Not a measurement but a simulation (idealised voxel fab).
This section sets out a process module, namely voxel self aligned vias.
Cross-sectional view cut (width: 215 nm; square cell size: 5 nm).
Cross-section spec: square-cell grid; bands listed top down; each band is one or more rows.
The band entry comprises the height of the band's top followed by the height of its bottom, expressed in nm, and subsequently the band's materials from left to right, each stated together with its width in nm. Where a single material is marked with the word "throughout", that material fills the band from edge to edge. The word "air" represents empty space.
It should be noted that heights are counted from 0, beneath which the wafer as supplied is of one material throughout, and that the lowest band possesses no lower boundary but continues downward, as written in "0 and below".
Note: "30 to 40" means the width goes from the first number (top row of the band) to the second number (bottom row) in equal steps per row of cells.
For the purposes of this document, the phrase "remained the same" attached to a step denotes that no cell within the cross-section was modified by that step.
Empty spaces counting at least 8 cells and having no open way to the top are listed in "Internal closed voids". The notation width x height at distance is used for each, the distance being from the left edge and all three values in nm.
On each step's line, the part that comes after the settings is the simulator's own comment on the step.
For masked steps, "overlay nm" on the step line gives how far right of plan the mask actually lay; a minus sign means it lay to the left.
Heads up before you read on: it's before/after pairs around one process step each, after side only down to the lowest band that changed, step plus settings under the pair. Pairs can be from different runs of this module, same starting wafer, so only chain a pair onto the one above if its "Prior state" entry says so.
# Prior state
	0 and below  Si throughout
	Internal closed voids: none
# Cross-Section After Step
	10 down to 0  SiO2 throughout
	Unchanged below 0.
	Internal closed voids: none
Here is the step that sits between the two cross-sections above: CONFORMAL_DEP with material SiO2, thk nm 10
Prior state: the pre-step structure is the one depicted after the step in the pair just above.
# Cross-Section After Step
	15 down to 10  SiCN throughout
	Unchanged below 10.
	Internal closed voids: none
Here is the step that sits between the two cross-sections above: CONFORMAL_DEP with material SiCN, thk nm 5
Prior state: the pre-step structure is the one depicted after the step in the pair just above.
# Cross-Section After Step
	35 down to 15  SiO2 throughout
	Unchanged below 15.
	Internal closed voids: none
Here is the step that sits between the two cross-sections above: DIRECTIONAL_DEP with material SiO2, thk nm 20
Prior state: the pre-step structure is the one depicted after the step in the pair just above.
# Cross-Section After Step
	50 down to 35  aC throughout
	Unchanged below 35.
	Internal closed voids: none
Here is the step that sits between the two cross-sections above: DIRECTIONAL_DEP with material aC, thk nm 15
Prior state: the pre-step structure is the one depicted after the step in the pair just above.
# Cross-Section After Step
	80 down to 50  resist=65; air=20; resist=40; air=20; resist=70
	Unchanged below 50.
	Internal closed voids: none
Here is the step that sits between the two cross-sections above: PATTERN with tone open, mask id LINES, material resist, width nm 20, pitch nm 60, thk nm 30, overlay nm 0
Prior state: the pre-step structure is the one depicted after the step in the pair just above.
# Cross-Section After Step
	65 down to 50  resist=65; air=20; resist=40; air=20; resist=70
	50 down to 35  aC=65; air=20; aC=40; air=20; aC=70
	Unchanged below 35.
	Internal closed voids: none
Here is the step that sits between the two cross-sections above: DIRECTIONAL_ETCH with etch materials aC, depth nm 15
Prior state: the pre-step structure is the one depicted after the step in the pair just above.
# Cross-Section After Step
	50 down to 35  aC=65; air=20; aC=40; air=20; aC=70
	Unchanged below 35.
	Internal closed voids: none
Here is the step that sits between the two cross-sections above: STRIP with etch materials resist
Prior state: the pre-step structure is the one depicted after the step in the pair just above.
# Cross-Section After Step
	50 down to 35  aC=65; air=20; aC=40; air=20; aC=70
	35 down to 15  SiO2=65; air=20; SiO2=40; air=20; SiO2=70
	Unchanged below 15.
	Internal closed voids: none
Here is the step that sits between the two cross-sections above: DIRECTIONAL_ETCH with etch materials SiO2, depth nm 20
Prior state: the pre-step structure is the one depicted after the step in the pair just above.
# Cross-Section After Step
	35 down to 15  SiO2=65; air=20; SiO2=40; air=20; SiO2=70
	Unchanged below 15.
	Internal closed voids: none
Here is the step that sits between the two cross-sections above: STRIP with etch materials aC
Prior state: the pre-step structure is the one depicted after the step in the pair just above.
# Cross-Section After Step
	40 down to 35  TiN=70; air=10; TiN=50; air=10; TiN=75
	35 down to 20  SiO2=65; TiN=5; air=10; TiN=5; SiO2=40; TiN=5; air=10; TiN=5; SiO2=70
	20 down to 15  SiO2=65; TiN=20; SiO2=40; TiN=20; SiO2=70
	Unchanged below 15.
	Internal closed voids: none
Here is the step that sits between the two cross-sections above: CONFORMAL_DEP with material TiN, thk nm 5
Prior state: the pre-step structure is the one depicted after the step in the pair just above.
# Cross-Section After Step
	50 down to 40  W throughout
	40 down to 35  TiN=70; W=10; TiN=50; W=10; TiN=75
	35 down to 20  SiO2=65; TiN=5; W=10; TiN=5; SiO2=40; TiN=5; W=10; TiN=5; SiO2=70
	Unchanged below 20.
	Internal closed voids: none
Here is the step that sits between the two cross-sections above: FILL_DEP with material W, thk nm 10
Prior state: the pre-step structure is the one depicted after the step in the pair just above.
# Cross-Section After Step
	35 down to 20  SiO2=65; TiN=5; W=10; TiN=5; SiO2=40; TiN=5; W=10; TiN=5; SiO2=70
	Unchanged below 20.
	Internal closed voids: none
Here is the step that sits between the two cross-sections above: CMP with height nm 35
Prior state: the pre-step structure is the one depicted after the step in the pair just above.
# Cross-Section After Step
	35 down to 25  SiO2=65; air=20; SiO2=40; air=20; SiO2=70
	Unchanged below 25.
	Internal closed voids: none
Here is the step that sits between the two cross-sections above: SELECTIVE_ETCH with etch materials W Ru TiN, depth nm 10
Prior state: the pre-step structure is the one depicted after the step in the pair just above.
# Cross-Section After Step
	45 down to 35  SiN throughout
	35 down to 25  SiO2=65; SiN=20; SiO2=40; SiN=20; SiO2=70
	Unchanged below 25.
	Internal closed voids: none
Here is the step that sits between the two cross-sections above: FILL_DEP with material SiN, thk nm 10
Prior state: the pre-step structure is the one depicted after the step in the pair just above.
# Cross-Section After Step
	35 down to 25  SiO2=65; SiN=20; SiO2=40; SiN=20; SiO2=70
	Unchanged below 25.
	Internal closed voids: none
Here is the step that sits between the two cross-sections above: CMP with height nm 35
Prior state: the pre-step structure is the one depicted after the step in the pair just above.
# Cross-Section After Step
	50 down to 35  SiO2 throughout
	Unchanged below 35.
	Internal closed voids: none
Here is the step that sits between the two cross-sections above: DIRECTIONAL_DEP with material SiO2, thk nm 15
Prior state: the pre-step structure is the one depicted after the step in the pair just above.
# Cross-Section After Step
	60 down to 50  aC throughout
	Unchanged below 50.
	Internal closed voids: none
Here is the step that sits between the two cross-sections above: DIRECTIONAL_DEP with material aC, thk nm 10
Prior state: the pre-step structure is the one depicted after the step in the pair just above.
# Cross-Section After Step
	90 down to 60  resist=60; air=30; resist=125
	Unchanged below 60.
	Internal closed voids: none
Here is the step that sits between the two cross-sections above: PATTERN with tone open, mask id VIAS, material resist, width nm 30, thk nm 30, overlay nm 0
Prior state: the pre-step structure is the one depicted after the step in the pair just above.
# Cross-Section After Step
	80 down to 60  resist=60; air=30; resist=125
	60 down to 50  aC=60; air=30; aC=125
	Unchanged below 50.
	Internal closed voids: none
Here is the step that sits between the two cross-sections above: DIRECTIONAL_ETCH with etch materials aC, depth nm 10
Prior state: the pre-step structure is the one depicted after the step in the pair just above.
# Cross-Section After Step
	60 down to 50  aC=60; air=30; aC=125
	Unchanged below 50.
	Internal closed voids: none
Here is the step that sits between the two cross-sections above: STRIP with etch materials resist
Prior state: the pre-step structure is the one depicted after the step in the pair just above.
# Cross-Section After Step
	60 down to 50  aC=60; air=30; aC=125
	50 down to 35  SiO2=60; air=30; SiO2=125
	Unchanged below 35.
	Internal closed voids: none
Here is the step that sits between the two cross-sections above: DIRECTIONAL_ETCH with etch materials SiO2, depth nm 15
Prior state: the pre-step structure is the one depicted after the step in the pair just above.
# Cross-Section After Step
	60 down to 50  aC=60; air=30; aC=125
	50 down to 35  SiO2=60; air=30; SiO2=125
	35 down to 25  SiO2=65; air=20; SiO2=40; SiN=20; SiO2=70
	Unchanged below 25.
	Internal closed voids: none
Here is the step that sits between the two cross-sections above: DIRECTIONAL_ETCH with etch materials SiN, depth nm 10
Prior state: the pre-step structure is the one depicted after the step in the pair just above.
# Cross-Section After Step
	50 down to 35  SiO2=60; air=30; SiO2=125
	Unchanged below 35.
	Internal closed voids: none
Here is the step that sits between the two cross-sections above: STRIP with etch materials aC
Prior state: the pre-step structure is the one depicted after the step in the pair just above.
# Cross-Section After Step
	55 down to 50  TiN=65; air=20; TiN=130
	50 down to 40  SiO2=60; TiN=5; air=20; TiN=5; SiO2=125
	40 down to 35  SiO2=60; TiN=10; air=10; TiN=10; SiO2=125
	35 down to 30  SiO2=65; TiN=5; air=10; TiN=5; SiO2=40; SiN=20; SiO2=70
	30 down to 25  SiO2=65; TiN=20; SiO2=40; SiN=20; SiO2=70
	Unchanged below 25.
	Internal closed voids: none
Here is the step that sits between the two cross-sections above: CONFORMAL_DEP with material TiN, thk nm 5
Prior state: the pre-step structure is the one depicted after the step in the pair just above.
# Cross-Section After Step
	60 down to 55  W throughout
	55 down to 50  TiN=65; W=20; TiN=130
	50 down to 40  SiO2=60; TiN=5; W=20; TiN=5; SiO2=125
	40 down to 35  SiO2=60; TiN=10; W=10; TiN=10; SiO2=125
	35 down to 30  SiO2=65; TiN=5; W=10; TiN=5; SiO2=40; SiN=20; SiO2=70
	Unchanged below 30.
	Internal closed voids: none
Here is the step that sits between the two cross-sections above: FILL_DEP with material W, thk nm 5
Prior state: the pre-step structure is the one depicted after the step in the pair just above.
# Cross-Section After Step
	50 down to 40  SiO2=60; TiN=5; W=20; TiN=5; SiO2=125
	Unchanged below 40.
	Internal closed voids: none
Here is the step that sits between the two cross-sections above: CMP with height nm 50
Prior state: the pre-step structure is the one depicted after the step in the pair just above.
# Cross-Section After Step
	55 down to 50  SiN throughout
	Unchanged below 50.
	Internal closed voids: none
Here is the step that sits between the two cross-sections above: CONFORMAL_DEP with material SiN, thk nm 5
# Prior state
	0 and below  Si throughout
	Internal closed voids: none
# Cross-Section After Step
	5 down to 0  SiCN throughout
	Unchanged below 0.
	Internal closed voids: none
Here is the step that sits between the two cross-sections above: CONFORMAL_DEP with material SiCN, thk nm 5
Prior state: the pre-step structure is the one depicted after the step in the pair just above.
# Cross-Section After Step
	25 down to 5  SiO2 throughout
	Unchanged below 5.
	Internal closed voids: none
Here is the step that sits between the two cross-sections above: DIRECTIONAL_DEP with material SiO2, thk nm 20
Prior state: the pre-step structure is the one depicted after the step in the pair just above.
# Cross-Section After Step
	40 down to 25  aC throughout
	Unchanged below 25.
	Internal closed voids: none
Here is the step that sits between the two cross-sections above: DIRECTIONAL_DEP with material aC, thk nm 15
Prior state: the pre-step structure is the one depicted after the step in the pair just above.
# Cross-Section After Step
	70 down to 40  resist=65; air=20; resist=40; air=20; resist=70
	Unchanged below 40.
	Internal closed voids: none
Here is the step that sits between the two cross-sections above: PATTERN with tone open, mask id LINES, material resist, width nm 20, pitch nm 60, thk nm 30, overlay nm 0
Prior state: the pre-step structure is the one depicted after the step in the pair just above.
# Cross-Section After Step
	55 down to 40  resist=65; air=20; resist=40; air=20; resist=70
	40 down to 25  aC=65; air=20; aC=40; air=20; aC=70
	Unchanged below 25.
	Internal closed voids: none
Here is the step that sits between the two cross-sections above: DIRECTIONAL_ETCH with etch materials aC, depth nm 15
Prior state: the pre-step structure is the one depicted after the step in the pair just above.
# Cross-Section After Step
	40 down to 25  aC=65; air=20; aC=40; air=20; aC=70
	Unchanged below 25.
	Internal closed voids: none
Here is the step that sits between the two cross-sections above: STRIP with etch materials resist
Prior state: the pre-step structure is the one depicted after the step in the pair just above.
# Cross-Section After Step
	40 down to 25  aC=65; air=20; aC=40; air=20; aC=70
	25 down to 5  SiO2=65; air=20; SiO2=40; air=20; SiO2=70
	Unchanged below 5.
	Internal closed voids: none
Here is the step that sits between the two cross-sections above: DIRECTIONAL_ETCH with etch materials SiO2, depth nm 20
Prior state: the pre-step structure is the one depicted after the step in the pair just above.
# Cross-Section After Step
	25 down to 5  SiO2=65; air=20; SiO2=40; air=20; SiO2=70
	Unchanged below 5.
	Internal closed voids: none
Here is the step that sits between the two cross-sections above: STRIP with etch materials aC
Prior state: the pre-step structure is the one depicted after the step in the pair just above.
# Cross-Section After Step
	30 down to 25  TiN=70; air=10; TiN=50; air=10; TiN=75
	25 down to 10  SiO2=65; TiN=5; air=10; TiN=5; SiO2=40; TiN=5; air=10; TiN=5; SiO2=70
	10 down to 5  SiO2=65; TiN=20; SiO2=40; TiN=20; SiO2=70
	Unchanged below 5.
	Internal closed voids: none
Here is the step that sits between the two cross-sections above: CONFORMAL_DEP with material TiN, thk nm 5
Prior state: the pre-step structure is the one depicted after the step in the pair just above.
# Cross-Section After Step
	40 down to 30  W throughout
	30 down to 25  TiN=70; W=10; TiN=50; W=10; TiN=75
	25 down to 10  SiO2=65; TiN=5; W=10; TiN=5; SiO2=40; TiN=5; W=10; TiN=5; SiO2=70
	Unchanged below 10.
	Internal closed voids: none
Here is the step that sits between the two cross-sections above: FILL_DEP with material W, thk nm 10
Prior state: the pre-step structure is the one depicted after the step in the pair just above.
# Cross-Section After Step
	35 down to 30  W throughout
	Unchanged below 30.
	Internal closed voids: none
Here is the step that sits between the two cross-sections above: CMP with height nm 35
Prior state: the pre-step structure is the one depicted after the step in the pair just above.
# Cross-Section After Step
	25 down to 10  SiO2=65; TiN=5; W=10; TiN=5; SiO2=40; TiN=5; W=10; TiN=5; SiO2=70
	Unchanged below 10.
	Internal closed voids: none
Here is the step that sits between the two cross-sections above: SELECTIVE_ETCH with etch materials W Ru TiN, depth nm 10
Prior state: the pre-step structure is the one depicted after the step in the pair just above.
# Cross-Section After Step
	35 down to 25  SiN throughout
	Unchanged below 25.
	Internal closed voids: none
Here is the step that sits between the two cross-sections above: FILL_DEP with material SiN, thk nm 10
Prior state: the pre-step structure is the one depicted after the step in the pair just above.
# Cross-Section After Step
	50 down to 35  SiO2 throughout
	Unchanged below 35.
	Internal closed voids: none
Here is the step that sits between the two cross-sections above: DIRECTIONAL_DEP with material SiO2, thk nm 15
Prior state: the pre-step structure is the one depicted after the step in the pair just above.
# Cross-Section After Step
	60 down to 50  aC throughout
	Unchanged below 50.
	Internal closed voids: none
Here is the step that sits between the two cross-sections above: DIRECTIONAL_DEP with material aC, thk nm 10
Prior state: the pre-step structure is the one depicted after the step in the pair just above.
# Cross-Section After Step
	90 down to 60  resist=60; air=30; resist=125
	Unchanged below 60.
	Internal closed voids: none
Here is the step that sits between the two cross-sections above: PATTERN with tone open, mask id VIAS, material resist, width nm 30, thk nm 30, overlay nm 0
Prior state: the pre-step structure is the one depicted after the step in the pair just above.
# Cross-Section After Step
	80 down to 60  resist=60; air=30; resist=125
	60 down to 50  aC=60; air=30; aC=125
	Unchanged below 50.
	Internal closed voids: none
Here is the step that sits between the two cross-sections above: DIRECTIONAL_ETCH with etch materials aC, depth nm 10
Prior state: the pre-step structure is the one depicted after the step in the pair just above.
# Cross-Section After Step
	60 down to 50  aC=60; air=30; aC=125
	Unchanged below 50.
	Internal closed voids: none
Here is the step that sits between the two cross-sections above: STRIP with etch materials resist
Prior state: the pre-step structure is the one depicted after the step in the pair just above.
# Cross-Section After Step
	60 down to 50  aC=60; air=30; aC=125
	50 down to 35  SiO2=60; air=30; SiO2=125
	Unchanged below 35.
	Internal closed voids: none
Here is the step that sits between the two cross-sections above: DIRECTIONAL_ETCH with etch materials SiO2, depth nm 15
Prior state: the pre-step structure is the one depicted after the step in the pair just above.
# Cross-Section After Step
	60 down to 50  aC=60; air=30; aC=125
	50 down to 35  SiO2=60; air=30; SiO2=125
	35 down to 25  SiN=60; air=30; SiN=125
	Unchanged below 25.
	Internal closed voids: none
Here is the step that sits between the two cross-sections above: DIRECTIONAL_ETCH with etch materials SiN, depth nm 10
Prior state: the pre-step structure is the one depicted after the step in the pair just above.
# Cross-Section After Step
	50 down to 35  SiO2=60; air=30; SiO2=125
	Unchanged below 35.
	Internal closed voids: none
Here is the step that sits between the two cross-sections above: STRIP with etch materials aC
Prior state: the pre-step structure is the one depicted after the step in the pair just above.
# Cross-Section After Step
	55 down to 50  TiN=65; air=20; TiN=130
	50 down to 35  SiO2=60; TiN=5; air=20; TiN=5; SiO2=125
	35 down to 30  SiN=60; TiN=5; air=20; TiN=5; SiN=125
	30 down to 25  SiN=60; TiN=30; SiN=125
	Unchanged below 25.
	Internal closed voids: none
Here is the step that sits between the two cross-sections above: CONFORMAL_DEP with material TiN, thk nm 5
Prior state: the pre-step structure is the one depicted after the step in the pair just above.
# Cross-Section After Step
	60 down to 55  W throughout
	55 down to 50  TiN=65; W=20; TiN=130
	50 down to 35  SiO2=60; TiN=5; W=20; TiN=5; SiO2=125
	35 down to 30  SiN=60; TiN=5; W=20; TiN=5; SiN=125
	Unchanged below 30.
	Internal closed voids: none
Here is the step that sits between the two cross-sections above: FILL_DEP with material W, thk nm 5
Prior state: the pre-step structure is the one depicted after the step in the pair just above.
# Cross-Section After Step
	50 down to 35  SiO2=60; TiN=5; W=20; TiN=5; SiO2=125
	Unchanged below 35.
	Internal closed voids: none
Here is the step that sits between the two cross-sections above: CMP with height nm 50
Prior state: the pre-step structure is the one depicted after the step in the pair just above.
# Cross-Section After Step
	55 down to 50  SiN throughout
	Unchanged below 50.
	Internal closed voids: none
Here is the step that sits between the two cross-sections above: CONFORMAL_DEP with material SiN, thk nm 5
# Prior state
	60 down to 50  aC=60; air=30; aC=125
	50 down to 35  SiO2=60; air=30; SiO2=125
	35 down to 25  SiO2=65; SiN=20; SiO2=40; SiN=20; SiO2=70
	25 down to 20  SiO2=65; TiN=5; W=10; TiN=5; SiO2=40; TiN=5; W=10; TiN=5; SiO2=70
	20 down to 15  SiO2=65; TiN=20; SiO2=40; TiN=20; SiO2=70
	15 down to 10  SiCN throughout
	10 down to 0  SiO2 throughout
	0 and below  Si throughout
	Internal closed voids: none
# Cross-Section After Step
	60 down to 50  aC=60; air=30; aC=125
	50 down to 35  SiO2=60; air=30; SiO2=125
	35 down to 25  SiO2=60; air=5; SiN=20; air=5; SiO2=35; SiN=20; SiO2=70
	25 down to 20  SiO2=60; air=5; TiN=5; W=10; TiN=5; air=5; SiO2=35; TiN=5; W=10; TiN=5; SiO2=70
	Unchanged below 20.
	Internal closed voids: none
Here is the step that sits between the two cross-sections above: DIRECTIONAL_ETCH with etch materials SiO2, depth nm 15
Prior state: the pre-step structure is the one depicted after the step in the pair just above.
# Cross-Section After Step
	60 down to 50  aC=60; air=30; aC=125
	50 down to 35  SiO2=60; air=30; SiO2=125
	35 down to 25  SiO2=60; air=30; SiO2=35; SiN=20; SiO2=70
	Unchanged below 25.
	Internal closed voids: none
Here is the step that sits between the two cross-sections above: DIRECTIONAL_ETCH with etch materials SiN, depth nm 10
Prior state: the pre-step structure is the one depicted after the step in the pair just above.
# Cross-Section After Step
	50 down to 35  SiO2=60; air=30; SiO2=125
	Unchanged below 35.
	Internal closed voids: none
Here is the step that sits between the two cross-sections above: STRIP with etch materials aC
Prior state: the pre-step structure is the one depicted after the step in the pair just above.
# Cross-Section After Step
	55 down to 50  TiN=65; air=20; TiN=130
	50 down to 35  SiO2=60; TiN=5; air=20; TiN=5; SiO2=125
	35 down to 30  SiO2=60; TiN=5; air=20; TiN=5; SiO2=35; SiN=20; SiO2=70
	30 down to 25  SiO2=60; TiN=30; SiO2=35; SiN=20; SiO2=70
	25 down to 20  SiO2=60; TiN=10; W=10; TiN=10; SiO2=35; TiN=5; W=10; TiN=5; SiO2=70
	Unchanged below 20.
	Internal closed voids: none
Here is the step that sits between the two cross-sections above: CONFORMAL_DEP with material TiN, thk nm 5
Prior state: the pre-step structure is the one depicted after the step in the pair just above.
# Cross-Section After Step
	60 down to 55  W throughout
	55 down to 50  TiN=65; W=20; TiN=130
	50 down to 35  SiO2=60; TiN=5; W=20; TiN=5; SiO2=125
	35 down to 30  SiO2=60; TiN=5; W=20; TiN=5; SiO2=35; SiN=20; SiO2=70
	Unchanged below 30.
	Internal closed voids: none
Here is the step that sits between the two cross-sections above: FILL_DEP with material W, thk nm 5
Prior state: the pre-step structure is the one depicted after the step in the pair just above.
# Cross-Section After Step
	50 down to 35  SiO2=60; TiN=5; W=20; TiN=5; SiO2=125
	Unchanged below 35.
	Internal closed voids: none
Here is the step that sits between the two cross-sections above: CMP with height nm 50
Prior state: the pre-step structure is the one depicted after the step in the pair just above.
# Cross-Section After Step
	55 down to 50  SiN throughout
	Unchanged below 50.
	Internal closed voids: none
Here is the step that sits between the two cross-sections above: CONFORMAL_DEP with material SiN, thk nm 5
# Prior state
	10 down to 0  SiO2 throughout
	0 and below  Si throughout
	Internal closed voids: none
# Cross-Section After Step
	30 down to 0  SiO2 throughout
	Unchanged below 0.
	Internal closed voids: none
Here is the step that sits between the two cross-sections above: DIRECTIONAL_DEP with material SiO2, thk nm 20
Prior state: the pre-step structure is the one depicted after the step in the pair just above.
# Cross-Section After Step
	35 down to 30  SiCN throughout
	Unchanged below 30.
	Internal closed voids: none
Here is the step that sits between the two cross-sections above: CONFORMAL_DEP with material SiCN, thk nm 5
Prior state: the pre-step structure is the one depicted after the step in the pair just above.
# Cross-Section After Step
	50 down to 35  aC throughout
	Unchanged below 35.
	Internal closed voids: none
Here is the step that sits between the two cross-sections above: DIRECTIONAL_DEP with material aC, thk nm 15
Prior state: the pre-step structure is the one depicted after the step in the pair just above.
# Cross-Section After Step
	80 down to 50  resist=65; air=20; resist=40; air=20; resist=70
	Unchanged below 50.
	Internal closed voids: none
Here is the step that sits between the two cross-sections above: PATTERN with tone open, mask id LINES, material resist, width nm 20, pitch nm 60, thk nm 30, overlay nm 0
Prior state: the pre-step structure is the one depicted after the step in the pair just above.
# Cross-Section After Step
	65 down to 50  resist=65; air=20; resist=40; air=20; resist=70
	50 down to 35  aC=65; air=20; aC=40; air=20; aC=70
	Unchanged below 35.
	Internal closed voids: none
Here is the step that sits between the two cross-sections above: DIRECTIONAL_ETCH with etch materials aC, depth nm 15
Prior state: the pre-step structure is the one depicted after the step in the pair just above.
# Cross-Section After Step
	50 down to 35  aC=65; air=20; aC=40; air=20; aC=70
	Unchanged below 35.
	Internal closed voids: none
Here is the step that sits between the two cross-sections above: STRIP with etch materials resist
Prior state: the pre-step structure is the one depicted after the step in the pair just above.
# Cross-Section After Step
	35 down to 30  SiCN throughout
	Unchanged below 30.
	Internal closed voids: none
Here is the step that sits between the two cross-sections above: STRIP with etch materials aC
Prior state: the pre-step structure is the one depicted after the step in the pair just above.
# Cross-Section After Step
	40 down to 35  TiN throughout
	Unchanged below 35.
	Internal closed voids: none
Here is the step that sits between the two cross-sections above: CONFORMAL_DEP with material TiN, thk nm 5
Prior state: the pre-step structure is the one depicted after the step in the pair just above.
# Cross-Section After Step
	50 down to 40  W throughout
	Unchanged below 40.
	Internal closed voids: none
Here is the step that sits between the two cross-sections above: FILL_DEP with material W, thk nm 10
Prior state: the pre-step structure is the one depicted after the step in the pair just above.
# Cross-Section After Step
	35 down to 30  SiCN throughout
	Unchanged below 30.
	Internal closed voids: none
Here is the step that sits between the two cross-sections above: CMP with height nm 35
Prior state: the pre-step structure is the one depicted after the step in the pair just above.
# Cross-Section After Step
	45 down to 35  SiN throughout
	Unchanged below 35.
	Internal closed voids: none
Here is the step that sits between the two cross-sections above: FILL_DEP with material SiN, thk nm 10
Prior state: the pre-step structure is the one depicted after the step in the pair just above.
# Cross-Section After Step
	35 down to 30  SiCN throughout
	Unchanged below 30.
	Internal closed voids: none
Here is the step that sits between the two cross-sections above: CMP with height nm 35
Prior state: the pre-step structure is the one depicted after the step in the pair just above.
# Cross-Section After Step
	50 down to 35  SiO2 throughout
	Unchanged below 35.
	Internal closed voids: none
Here is the step that sits between the two cross-sections above: DIRECTIONAL_DEP with material SiO2, thk nm 15
Prior state: the pre-step structure is the one depicted after the step in the pair just above.
# Cross-Section After Step
	60 down to 50  aC throughout
	Unchanged below 50.
	Internal closed voids: none
Here is the step that sits between the two cross-sections above: DIRECTIONAL_DEP with material aC, thk nm 10
Prior state: the pre-step structure is the one depicted after the step in the pair just above.
# Cross-Section After Step
	90 down to 60  resist=60; air=30; resist=125
	Unchanged below 60.
	Internal closed voids: none
Here is the step that sits between the two cross-sections above: PATTERN with tone open, mask id VIAS, material resist, width nm 30, thk nm 30, overlay nm 0
Prior state: the pre-step structure is the one depicted after the step in the pair just above.
# Cross-Section After Step
	80 down to 60  resist=60; air=30; resist=125
	60 down to 50  aC=60; air=30; aC=125
	Unchanged below 50.
	Internal closed voids: none
Here is the step that sits between the two cross-sections above: DIRECTIONAL_ETCH with etch materials aC, depth nm 10
Prior state: the pre-step structure is the one depicted after the step in the pair just above.
# Cross-Section After Step
	60 down to 50  aC=60; air=30; aC=125
	Unchanged below 50.
	Internal closed voids: none
Here is the step that sits between the two cross-sections above: STRIP with etch materials resist
Prior state: the pre-step structure is the one depicted after the step in the pair just above.
# Cross-Section After Step
	60 down to 50  aC=60; air=30; aC=125
	50 down to 35  SiO2=60; air=30; SiO2=125
	Unchanged below 35.
	Internal closed voids: none
Here is the step that sits between the two cross-sections above: DIRECTIONAL_ETCH with etch materials SiO2, depth nm 15
Prior state: the pre-step structure is the one depicted after the step in the pair just above.
# Cross-Section After Step
	50 down to 35  SiO2=60; air=30; SiO2=125
	Unchanged below 35.
	Internal closed voids: none
Here is the step that sits between the two cross-sections above: STRIP with etch materials aC
Prior state: the pre-step structure is the one depicted after the step in the pair just above.
# Cross-Section After Step
	55 down to 50  TiN=65; air=20; TiN=130
	50 down to 40  SiO2=60; TiN=5; air=20; TiN=5; SiO2=125
	40 down to 35  SiO2=60; TiN=30; SiO2=125
	Unchanged below 35.
	Internal closed voids: none
Here is the step that sits between the two cross-sections above: CONFORMAL_DEP with material TiN, thk nm 5
Prior state: the pre-step structure is the one depicted after the step in the pair just above.
# Cross-Section After Step
	60 down to 55  W throughout
	55 down to 50  TiN=65; W=20; TiN=130
	50 down to 40  SiO2=60; TiN=5; W=20; TiN=5; SiO2=125
	Unchanged below 40.
	Internal closed voids: none
Here is the step that sits between the two cross-sections above: FILL_DEP with material W, thk nm 5
Prior state: the pre-step structure is the one depicted after the step in the pair just above.
# Cross-Section After Step
	50 down to 40  SiO2=60; TiN=5; W=20; TiN=5; SiO2=125
	Unchanged below 40.
	Internal closed voids: none
Here is the step that sits between the two cross-sections above: CMP with height nm 50
Prior state: the pre-step structure is the one depicted after the step in the pair just above.
# Cross-Section After Step
	55 down to 50  SiN throughout
	Unchanged below 50.
	Internal closed voids: none
Here is the step that sits between the two cross-sections above: CONFORMAL_DEP with material SiN, thk nm 5
# Prior state
	0 and below  Si throughout
	Internal closed voids: none
# Cross-Section After Step
	15 down to 0  SiO2 throughout
	Unchanged below 0.
	Internal closed voids: none
Here is the step that sits between the two cross-sections above: CONFORMAL_DEP with material SiO2, thk nm 15
Prior state: the pre-step structure is the one depicted after the step in the pair just above.
# Cross-Section After Step
	20 down to 15  SiCN throughout
	Unchanged below 15.
	Internal closed voids: none
Here is the step that sits between the two cross-sections above: CONFORMAL_DEP with material SiCN, thk nm 5
Prior state: the pre-step structure is the one depicted after the step in the pair just above.
# Cross-Section After Step
	40 down to 20  SiO2 throughout
	Unchanged below 20.
	Internal closed voids: none
Here is the step that sits between the two cross-sections above: DIRECTIONAL_DEP with material SiO2, thk nm 20
Prior state: the pre-step structure is the one depicted after the step in the pair just above.
# Cross-Section After Step
	55 down to 40  aC throughout
	Unchanged below 40.
	Internal closed voids: none
Here is the step that sits between the two cross-sections above: DIRECTIONAL_DEP with material aC, thk nm 15
Prior state: the pre-step structure is the one depicted after the step in the pair just above.
# Cross-Section After Step
	85 down to 55  resist=65; air=20; resist=40; air=20; resist=70
	Unchanged below 55.
	Internal closed voids: none
Here is the step that sits between the two cross-sections above: PATTERN with tone open, mask id LINES, material resist, width nm 20, pitch nm 60, thk nm 30, overlay nm 0
Prior state: the pre-step structure is the one depicted after the step in the pair just above.
# Cross-Section After Step
	70 down to 55  resist=65; air=20; resist=40; air=20; resist=70
	55 down to 40  aC=65; air=20; aC=40; air=20; aC=70
	Unchanged below 40.
	Internal closed voids: none
Here is the step that sits between the two cross-sections above: DIRECTIONAL_ETCH with etch materials aC, depth nm 15
Prior state: the pre-step structure is the one depicted after the step in the pair just above.
# Cross-Section After Step
	55 down to 40  aC=65; air=20; aC=40; air=20; aC=70
	Unchanged below 40.
	Internal closed voids: none
Here is the step that sits between the two cross-sections above: STRIP with etch materials resist
Prior state: the pre-step structure is the one depicted after the step in the pair just above.
# Cross-Section After Step
	55 down to 40  aC=65; air=20; aC=40; air=20; aC=70
	40 down to 20  SiO2=65; air=20; SiO2=40; air=20; SiO2=70
	Unchanged below 20.
	Internal closed voids: none
Here is the step that sits between the two cross-sections above: DIRECTIONAL_ETCH with etch materials SiO2, depth nm 20
Prior state: the pre-step structure is the one depicted after the step in the pair just above.
# Cross-Section After Step
	40 down to 20  SiO2=65; air=20; SiO2=40; air=20; SiO2=70
	Unchanged below 20.
	Internal closed voids: none
Here is the step that sits between the two cross-sections above: STRIP with etch materials aC
Prior state: the pre-step structure is the one depicted after the step in the pair just above.
# Cross-Section After Step
	45 down to 40  TiN=70; air=10; TiN=50; air=10; TiN=75
	40 down to 25  SiO2=65; TiN=5; air=10; TiN=5; SiO2=40; TiN=5; air=10; TiN=5; SiO2=70
	25 down to 20  SiO2=65; TiN=20; SiO2=40; TiN=20; SiO2=70
	Unchanged below 20.
	Internal closed voids: none
Here is the step that sits between the two cross-sections above: CONFORMAL_DEP with material TiN, thk nm 5
Prior state: the pre-step structure is the one depicted after the step in the pair just above.
# Cross-Section After Step
	55 down to 45  W throughout
	45 down to 40  TiN=70; W=10; TiN=50; W=10; TiN=75
	40 down to 25  SiO2=65; TiN=5; W=10; TiN=5; SiO2=40; TiN=5; W=10; TiN=5; SiO2=70
	Unchanged below 25.
	Internal closed voids: none
Here is the step that sits between the two cross-sections above: FILL_DEP with material W, thk nm 10
Prior state: the pre-step structure is the one depicted after the step in the pair just above.
# Cross-Section After Step
	35 down to 25  SiO2=65; TiN=5; W=10; TiN=5; SiO2=40; TiN=5; W=10; TiN=5; SiO2=70
	Unchanged below 25.
	Internal closed voids: none
Here is the step that sits between the two cross-sections above: CMP with height nm 35
Prior state: the pre-step structure is the one depicted after the step in the pair just above.
# Cross-Section After Step
	35 down to 25  SiO2=65; air=20; SiO2=40; air=20; SiO2=70
	Unchanged below 25.
	Internal closed voids: none
Here is the step that sits between the two cross-sections above: SELECTIVE_ETCH with etch materials W Ru TiN, depth nm 10
